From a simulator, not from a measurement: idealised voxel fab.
Proc. module: voxel transistor to metal
Cross-section cut spans 200 nm and uses square cells 5 nm in size.
Cross-section = grid of square cells, listed top down in bands; band = one or more rows. Per band: top height and bottom height in nm, followed by the left-to-right materials and their widths in nm; "everywhere" marks a single material spanning edge to edge, "air" marks empty space. A quick word on heights: they are counted from 0, and under that level the wafer as it came to us is one material throughout. The lowest band is different from the rest in having no bottom; it simply continues downward, written as in "0 down". Note: "30->40" means the width goes from the first number (top row of the band) to the second number (bottom row) in equal steps per row of cells. Key: "nothing altered" - step with no changed cell in the cross-section. Closed empty spaces (no open way to the top) of 8 cells or more are what "Cavities, sealed" lists, each as width x height at distance from the left edge, nm for all three. It should be noted that, on the line of a given step, the content following the step's settings is a remark produced by the simulator itself with respect to that step. A step line may carry the setting "overlay nm", which, for steps involving a mask, states the distance by which the mask lay to the right of its intended position; negative values denote displacement to the left.

## plan
1. RECEIVE | material Si
2. CONFORMAL_DEP | material SiO2 | thk nm 5
3. CONFORMAL_DEP | material SiN | thk nm 15
4. DIRECTIONAL_DEP | material aC | thk nm 10
5. PATTERN | tone cover | mask id ACTIVE | material resist | width nm 110 | thk nm 30 | overlay nm 0
6. DIRECTIONAL_ETCH | etch materials aC | depth nm 10
7. STRIP | etch materials resist
8. DIRECTIONAL_ETCH | etch materials SiN | depth nm 15
9. DIRECTIONAL_ETCH | etch materials SiO2 | depth nm 5
10. DIRECTIONAL_ETCH | etch materials Si | depth nm 30
11. STRIP | etch materials aC
12. OXIDIZE | depth nm 5
13. FILL_DEP | material SiO2 | thk nm 15
14. CMP | height nm 20
15. SELECTIVE_ETCH | etch materials SiO2 | depth nm 10
16. STRIP | etch materials SiN
17. SELECTIVE_ETCH | etch materials SiO2 | depth nm 5
18. OXIDIZE | depth nm 5
19. DIRECTIONAL_DEP | material polySi | thk nm 25
20. DIRECTIONAL_DEP | material SiCN | thk nm 10
21. MASKED_ETCH | tone cover | mask id GATE | width nm 20 | etch materials SiCN | depth nm 20 | overlay nm 0
22. MASKED_ETCH | tone cover | mask id GATE | width nm 20 | etch materials polySi | depth nm 35 | overlay nm 0
23. CONFORMAL_DEP | material SiO2 | thk nm 5
24. DIRECTIONAL_ETCH | etch materials SiO2 | depth nm 5
25. CONFORMAL_DEP | material SiN | thk nm 5
26. DIRECTIONAL_ETCH | etch materials SiN | depth nm 5
27. DIRECTIONAL_ETCH | etch materials SiO2 | depth nm 5
28. DIRECTIONAL_ETCH | etch materials Si | depth nm 15
29. EPI | material nSi | thk nm 15
30. FILL_DEP | material SiO2 | thk nm 10
31. CMP | height nm 35
32. DIRECTIONAL_DEP | material SiO2 | thk nm 10
33. DIRECTIONAL_DEP | material aC | thk nm 15
34. PATTERN | tone open | mask id CONTACT | material resist | width nm 15 | pitch nm 75 | thk nm 35 | overlay nm 0
35. DIRECTIONAL_ETCH | etch materials aC | depth nm 15
36. STRIP | etch materials resist
37. DIRECTIONAL_ETCH | etch materials SiO2 | depth nm 50
38. STRIP | etch materials aC
39. CONFORMAL_DEP | material TiN | thk nm 5
40. FILL_DEP | material Ru | thk nm 10
41. CMP | height nm 45
42. DIRECTIONAL_DEP | material TiN | thk nm 5
43. DIRECTIONAL_DEP | material Ru | thk nm 15
44. DIRECTIONAL_DEP | material aC | thk nm 10
45. PATTERN | tone cover | mask id METAL_1 | material resist | width nm 15 | pitch nm 75 | thk nm 30 | overlay nm 0
46. DIRECTIONAL_ETCH | etch materials aC | depth nm 10
47. STRIP | etch materials resist
48. DIRECTIONAL_ETCH | etch materials Ru | depth nm 15
49. DIRECTIONAL_ETCH | etch materials TiN | depth nm 5
50. STRIP | etch materials aC
51. FILL_DEP | material SiO2 | thk nm 10
52. CMP | height nm 65
53. CONFORMAL_DEP | material SiCN | thk nm 5
54. DIRECTIONAL_DEP | material SiO2 | thk nm 30
55. DIRECTIONAL_DEP | material aC | thk nm 15
56. PATTERN | tone open | mask id METAL_2 | material resist | width nm 15 | pitch nm 75 | thk nm 30 | overlay nm 0
57. DIRECTIONAL_ETCH | etch materials aC | depth nm 15
58. STRIP | etch materials resist
59. DIRECTIONAL_ETCH | etch materials SiO2 | depth nm 20
60. STRIP | etch materials aC
61. PATTERN | tone open | mask id METAL_2_HOLES | material resist | width nm 15 | pitch nm 75 | thk nm 20 | overlay nm 0
62. DIRECTIONAL_ETCH | etch materials SiO2 | depth nm 10
63. DIRECTIONAL_ETCH | etch materials SiCN | depth nm 5
64. STRIP | etch materials resist
65. CONFORMAL_DEP | material TiN | thk nm 5
66. FILL_DEP | material Cu | thk nm 5
67. CMP | height nm 100
68. CONFORMAL_DEP | material SiN | thk nm 5

## Incoming wafer in cross-section (state: after step 1)
* 0 down = Si everywhere
* Cavities, sealed: none

## As-planned run: cross-section of the first of two wafers at end of module
* 105 to 100 = SiN everywhere
* 100 to 70 = SiO2=55, TiN=5, Cu=5, TiN=5, SiO2=60, TiN=5, Cu=5, TiN=5, SiO2=55
* 70 to 65 = SiCN=55, TiN=15, SiCN=60, TiN=15, SiCN=55
* 65 to 50 = SiO2=55, Ru=15, SiO2=60, Ru=15, SiO2=55
* 50 to 45 = SiO2=55, TiN=15, SiO2=60, TiN=15, SiO2=55
* 45 to 35 = SiO2=55, TiN=5, Ru=5, TiN=5, SiO2=60, TiN=5, Ru=5, TiN=5, SiO2=55
* 35 to 25 = SiO2=55, TiN=5, Ru=5, TiN=5, SiO2=10, SiN=5, SiO2=5, SiCN=20, SiO2=5, SiN=5, SiO2=10, TiN=5, Ru=5, TiN=5, SiO2=55
* 25 to 15 = SiO2=55, TiN=5, Ru=5, TiN=5, SiO2=10, SiN=5, SiO2=5, polySi=20, SiO2=5, SiN=5, SiO2=10, TiN=5, Ru=5, TiN=5, SiO2=55
* 15 to 10 = SiO2=55, TiN=15, SiO2=10, SiN=5, SiO2=5, polySi=20, SiO2=5, SiN=5, SiO2=10, TiN=15, SiO2=55
* 10 to 5 = SiO2=55, TiN=10, nSi=15, SiN=5, SiO2=5, polySi=20, SiO2=5, SiN=5, nSi=15, TiN=10, SiO2=55
* 5 to 0 = SiO2=45, SiN=5, SiO2=5, TiN=10, nSi=15, SiN=5, SiO2=5, polySi=20, SiO2=5, SiN=5, nSi=15, TiN=10, SiO2=5, SiN=5, SiO2=45
* 0 to -5 = SiO2=55, TiN=10, nSi=15, SiO2=40, nSi=15, TiN=10, SiO2=55
* -5 to -20 = SiO2=50, nSi=30, Si=40, nSi=30, SiO2=50
* -20 to -35 = SiO2=50, Si=100, SiO2=50
* -35 down = Si everywhere
* Cavities, sealed: none

## Second wafer cross-section at end of module - shared start and plan with the first, one mistake in the run
* 105 to 100 = SiN everywhere
* 100 to 70 = SiO2=55, TiN=5, Cu=5, TiN=5, SiO2=60, TiN=5, Cu=5, TiN=5, SiO2=55
* 70 to 65 = SiCN=55, TiN=15, SiCN=60, TiN=15, SiCN=55
* 65 to 50 = SiO2=55, Ru=15, SiO2=60, Ru=15, SiO2=55
* 50 to 45 = SiO2=55, TiN=15, SiO2=60, TiN=15, SiO2=55
* 45 to 35 = SiO2=55, TiN=5, Ru=5, TiN=5, SiO2=60, TiN=5, Ru=5, TiN=5, SiO2=55
* 35 to 25 = SiO2=55, TiN=5, Ru=5, TiN=5, SiO2=10, SiN=5, SiO2=5, SiCN=20, SiO2=5, SiN=5, SiO2=10, TiN=5, Ru=5, TiN=5, SiO2=55
* 25 to 15 = SiO2=55, TiN=5, Ru=5, TiN=5, SiO2=10, SiN=5, SiO2=5, polySi=20, SiO2=5, SiN=5, SiO2=10, TiN=5, Ru=5, TiN=5, SiO2=55
* 15 to 10 = SiO2=55, TiN=15, SiO2=10, SiN=5, SiO2=5, polySi=20, SiO2=5, SiN=5, SiO2=10, TiN=15, SiO2=55
* 10 to 5 = SiO2=55, TiN=10, nSi=15, SiN=5, SiO2=5, polySi=20, SiO2=5, SiN=5, nSi=15, TiN=10, SiO2=55
* 5 to 0 = SiO2=50, SiN=5, TiN=10, nSi=15, SiN=5, SiO2=5, polySi=20, SiO2=5, SiN=5, nSi=15, TiN=10, SiO2=10, SiN=5, SiO2=40
* 0 to -5 = SiO2=55, TiN=10, nSi=15, SiO2=40, nSi=15, TiN=10, SiO2=55
* -5 to -20 = SiO2=55, nSi=25, Si=40, nSi=35, SiO2=45
* -20 to -35 = SiO2=55, Si=100, SiO2=45
* -35 down = Si everywhere
* Cavities, sealed: none
The plan and the run diverged here: step 5 deviated from plan and actually ran as PATTERN | tone cover | mask id ACTIVE | material resist | width nm 110 | thk nm 30 | overlay nm 5
Tallied in cells, the final second wafer holds each material in the same quantity as the first, although not at the same places.
